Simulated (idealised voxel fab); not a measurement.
process module | voxel local oxidation
cross-section cut | 255 nm wide | cells 5 nm
A cross-section is a grid of square cells, given in bands from the top down. A band is one or more rows of cells.
Each band's line starts with the height of the band's top and of its bottom, in nm. Then come its materials from left to right, each with its width in nm. One material with "throughout" fills the band from edge to edge. "air" is empty space.
Height 0 is the level under which the wafer as received is all one material. The lowest band goes on downwards, as in "0 down".
A width such as "30 to 40" changes by the same amount from each row of cells to the next, from the band's top row to its bottom row.
"no change" after a step means that no cell of the cross-section changed.
closed voids: empty space of 8 cells or more with no open way to the top, each as width x height at its distance from the left edge, in nm
after a step's settings: what the simulator itself notes on the step
overlay nm, on a step with a mask: how far to the right of its planned place the mask lay; to the left if negative
plan
1 op RECEIVE | material Si
2 op CONFORMAL_DEP | material SiO2 | thk nm 5
3 op CONFORMAL_DEP | material SiN | thk nm 15
4 op PATTERN | tone cover | mask id ACTIVE | material resist | width nm 95 | thk nm 20 | overlay nm 0
5 op DIRECTIONAL_ETCH | etch materials SiN | depth nm 15
6 op STRIP | etch materials resist
7 op SELECTIVE_ETCH | etch materials SiO2 | depth nm 5
8 op OXIDIZE | depth nm 10
9 op STRIP | etch materials SiN
varied across the wafers: depth nm of step 7. The plan shows the first wafer's value. All wafers start alike
first wafer as received, after step 1
  0 down: Si throughout
  closed voids: none
each wafer at the end: cells of each material gained (+) or lost (-) since it was received, then its closed voids
depth nm 5 | -76 Si | +93 SiO2 | closed voids: none
depth nm 10 | -80 Si | +95 SiO2 | closed voids: none
depth nm 15 | -84 Si | +97 SiO2 | closed voids: none
depth nm 20 | -88 Si | +99 SiO2 | closed voids: none
